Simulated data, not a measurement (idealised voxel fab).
Presented below is a process module, voxel ribs on slabs.
Cross-section cut: width 195 nm, square cells of 5 nm.
Format of a cross-section: grid, square cells. Given as bands. Order: top down. Band: one or more rows of cells. Band: top and bottom heights (nm) first, top before bottom; then materials from left to right, widths in nm. "all across" marks a sole material filling the band edge to edge. "air" denotes empty space. The level at which height equals 0 is the one under which the wafer, as it arrives, is entirely one material. No lower edge exists for the bottom band, which continues downward and is notated as in "0 -> down". Note: "30->40" means the width goes from the first number (top row of the band) to the second number (bottom row) in equal steps per row of cells. "no alterations made" -> step changed no cross-section cell. So "Closed internal voids" is basically the list of trapped voids: any empty space of 8 cells or more that can't reach the top through an opening. They're written width x height at distance, the distance being from the left edge, and it's all nm. Where a step's line continues beyond its settings, the continuation is a remark by the simulator itself on that step. overlay nm: mask offset rightward from planned place, masked step; negative means leftward offset.
-- Process steps (planned)
1,RECEIVE (material Si)
2,DIRECTIONAL_DEP (material SiO2; thk nm 25)
3,DIRECTIONAL_DEP (material polySi; thk nm 20)
4,MASKED_ETCH (tone cover; mask id RIB; width nm 15; etch materials polySi; depth nm 15; overlay nm 0)
5,DIRECTIONAL_DEP (material aC; thk nm 15)
6,PATTERN (tone cover; mask id SLAB; material resist; width nm 65; thk nm 35; overlay nm 0)
7,DIRECTIONAL_ETCH (etch materials aC; depth nm 15)
8,STRIP (etch materials resist)
9,DIRECTIONAL_ETCH (etch materials polySi; depth nm 5)
10,STRIP (etch materials aC)
11,FILL_DEP (material SiO2; thk nm 20)
12,CMP (height nm 55)
13,DIRECTIONAL_DEP (material TiN; thk nm 5)
14,PATTERN (tone cover; mask id HEATER; material resist; width nm 25; thk nm 20; overlay nm 0)
15,DIRECTIONAL_ETCH (etch materials TiN; depth nm 5)
16,STRIP (etch materials resist)
17,CONFORMAL_DEP (material SiN; thk nm 5)
-- first wafer, as planned
-- As-received wafer cross-section (after step 1)
- 0 -> down: Si all across
- Closed internal voids: none
-- Step 2 complete: cross-section through the wafer
- 25 -> 0: SiO2 all across
- Below 0, no change.
-- Step 3 complete: cross-section through the wafer
- 45 -> 25: polySi all across
- Below 25, no change.
-- Step 4 complete: cross-section through the wafer
- 45 -> 30: air=90 | polySi=15 | air=90
- Below 30, no change.
-- Step 5 complete: cross-section through the wafer
- 60 -> 45: air=90 | aC=15 | air=90
- 45 -> 30: aC=90 | polySi=15 | aC=90
- Below 30, no change.
-- Step 6 complete: cross-section through the wafer
- 95 -> 60: air=65 | resist=65 | air=65
- 60 -> 45: air=65 | resist=25 | aC=15 | resist=25 | air=65
- Below 45, no change.
-- Step 7 complete: cross-section through the wafer
- 80 -> 60: air=65 | resist=65 | air=65
- 60 -> 45: air=65 | resist=25 | aC=15 | resist=25 | air=65
- 45 -> 30: air=65 | aC=25 | polySi=15 | aC=25 | air=65
- Below 30, no change.
-- Step 8 complete: cross-section through the wafer
- 60 -> 45: air=90 | aC=15 | air=90
- Below 45, no change.
-- Step 9 complete: cross-section through the wafer
- 60 -> 45: air=90 | aC=15 | air=90
- 45 -> 30: air=65 | aC=25 | polySi=15 | aC=25 | air=65
- 30 -> 25: air=65 | polySi=65 | air=65
- Below 25, no change.
-- Step 10 complete: cross-section through the wafer
- 45 -> 30: air=90 | polySi=15 | air=90
- Below 30, no change.
-- Step 11 complete: cross-section through the wafer
- 65 -> 45: SiO2 all across
- 45 -> 30: SiO2=90 | polySi=15 | SiO2=90
- 30 -> 25: SiO2=65 | polySi=65 | SiO2=65
- Below 25, no change.
-- Step 12 complete: cross-section through the wafer
- 55 -> 45: SiO2 all across
- Below 45, no change.
-- Step 13 complete: cross-section through the wafer
- 60 -> 55: TiN all across
- Below 55, no change.
-- Step 14 complete: cross-section through the wafer
- 80 -> 60: air=85 | resist=25 | air=85
- Below 60, no change.
-- Step 15 complete: cross-section through the wafer
- 80 -> 60: air=85 | resist=25 | air=85
- 60 -> 55: air=85 | TiN=25 | air=85
- Below 55, no change.
-- Step 16 complete: cross-section through the wafer
- 60 -> 55: air=85 | TiN=25 | air=85
- Below 55, no change.
-- Step 17 complete: cross-section through the wafer
- 65 -> 60: air=80 | SiN=35 | air=80
- 60 -> 55: SiN=85 | TiN=25 | SiN=85
- Below 55, no change.
-- The second wafer was prepared from the same starting point and under the same plan as the first; its processing contained one mistake, and it remains indistinguishable from the first wafer up to and including step 1
-- X-section, second wafer, when step 2 was due to finish
- 20 -> 0: polySi all across
- Below 0, no change.
-- X-section, second wafer, when step 3 was due to finish
- 45 -> 20: SiO2 all across
- Below 20, no change.
X-section, second wafer, when step 4 was due to finish: no alterations made
-- X-section, second wafer, when step 5 was due to finish
- 60 -> 45: aC all across
- Below 45, no change.
-- X-section, second wafer, when step 6 was due to finish
- 95 -> 60: air=65 | resist=65 | air=65
- Below 60, no change.
-- X-section, second wafer, when step 7 was due to finish
- 80 -> 60: air=65 | resist=65 | air=65
- 60 -> 45: air=65 | aC=65 | air=65
- Below 45, no change.
-- X-section, second wafer, when step 8 was due to finish
- 60 -> 45: air=65 | aC=65 | air=65
- Below 45, no change.
X-section, second wafer, when step 9 was due to finish: no alterations made
-- X-section, second wafer, when step 10 was due to finish
- 45 -> 20: SiO2 all across
- Below 20, no change.
-- X-section, second wafer, when step 11 was due to finish
- 65 -> 20: SiO2 all across
- Below 20, no change.
-- X-section, second wafer, when step 12 was due to finish
- 55 -> 20: SiO2 all across
- Below 20, no change.
-- X-section, second wafer, when step 13 was due to finish
- 60 -> 55: TiN all across
- Below 55, no change.
-- X-section, second wafer, when step 14 was due to finish
- 80 -> 60: air=85 | resist=25 | air=85
- Below 60, no change.
-- X-section, second wafer, when step 15 was due to finish
- 80 -> 60: air=85 | resist=25 | air=85
- 60 -> 55: air=85 | TiN=25 | air=85
- Below 55, no change.
-- X-section, second wafer, when step 16 was due to finish
- 60 -> 55: air=85 | TiN=25 | air=85
- Below 55, no change.
-- X-section, second wafer, when step 17 was due to finish
- 65 -> 60: air=80 | SiN=35 | air=80
- 60 -> 55: SiN=85 | TiN=25 | SiN=85
- Below 55, no change.
Against the plan, the run slipped here: plan vs actual: 2 and 3 interchanged
Final cells, second wafer relative to first, materials higher or lower: SiO2 -134; polySi +134
